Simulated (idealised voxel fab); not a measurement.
process module | voxel plated lines
cross-section cut | 240 nm wide | cells 5 nm
A cross-section is a grid of square cells, given in bands from the top down. A band is one or more rows of cells.
Each band's line starts with the height of the band's top and of its bottom, in nm. Then come its materials from left to right, each with its width in nm. One material with "throughout" fills the band from edge to edge. "air" is empty space.
Height 0 is the level under which the wafer as received is all one material. The lowest band goes on downwards, as in "0 down".
A width such as "30 to 40" changes by the same amount from each row of cells to the next, from the band's top row to its bottom row.
"no change" after a step means that no cell of the cross-section changed.
closed voids: empty space of 8 cells or more with no open way to the top, each as width x height at its distance from the left edge, in nm
after a step's settings: what the simulator itself notes on the step
overlay nm, on a step with a mask: how far to the right of its planned place the mask lay; to the left if negative
plan
1 op RECEIVE | material Si
2 op CONFORMAL_DEP | material SiO2 | thk nm 5
3 op DIRECTIONAL_DEP | material TiN | thk nm 5
4 op PATTERN | tone open | mask id LINES | material resist | width nm 20 | pitch nm 50 | thk nm 15 | overlay nm -15
5 op EPI | material Ru | thk nm 5
6 op STRIP | etch materials resist
7 op DIRECTIONAL_ETCH | etch materials TiN | depth nm 5
8 op CONFORMAL_DEP | material SiN | thk nm 5
varied across the wafers: overlay nm of step 4. The plan shows the first wafer's value. All wafers start alike
first wafer as received, after step 1
  0 down: Si throughout
  closed voids: none
first wafer at the end, after step 8
  20 to 15: air 15 | SiN 30 | air 20 | SiN 30 | air 20 | SiN 30 | air 20 | SiN 30 | air 45
  15 to 10: air 15 | SiN 5 | Ru 20 | SiN 5 | air 20 | SiN 5 | Ru 20 | SiN 5 | air 20 | SiN 5 | Ru 20 | SiN 5 | air 20 | SiN 5 | Ru 20 | SiN 5 | air 45
  10 to 5: SiN 20 | TiN 20 | SiN 30 | TiN 20 | SiN 30 | TiN 20 | SiN 30 | TiN 20 | SiN 50
  5 to 0: SiO2 throughout
  0 down: Si throughout
  closed voids: none
last wafer at the end
  20 to 15: air 45 | SiN 30 | air 20 | SiN 30 | air 20 | SiN 30 | air 20 | SiN 30 | air 15
  15 to 10: air 45 | SiN 5 | Ru 20 | SiN 5 | air 20 | SiN 5 | Ru 20 | SiN 5 | air 20 | SiN 5 | Ru 20 | SiN 5 | air 20 | SiN 5 | Ru 20 | SiN 5 | air 15
  10 to 5: SiN 50 | TiN 20 | SiN 30 | TiN 20 | SiN 30 | TiN 20 | SiN 30 | TiN 20 | SiN 20
  5 to 0: SiO2 throughout
  0 down: Si throughout
  closed voids: none
each wafer at the end: cells of each material gained (+) or lost (-) since it was received, then its closed voids
overlay nm -15 | +16 Ru | +64 SiN | +48 SiO2 | +16 TiN | closed voids: none
overlay nm -10 | +16 Ru | +64 SiN | +48 SiO2 | +16 TiN | closed voids: none
overlay nm -5 | +16 Ru | +64 SiN | +48 SiO2 | +16 TiN | closed voids: none
overlay nm 0 | +16 Ru | +64 SiN | +48 SiO2 | +16 TiN | closed voids: none
overlay nm 5 | +16 Ru | +64 SiN | +48 SiO2 | +16 TiN | closed voids: none
overlay nm 10 | +16 Ru | +64 SiN | +48 SiO2 | +16 TiN | closed voids: none
overlay nm 15 | +16 Ru | +64 SiN | +48 SiO2 | +16 TiN | closed voids: none
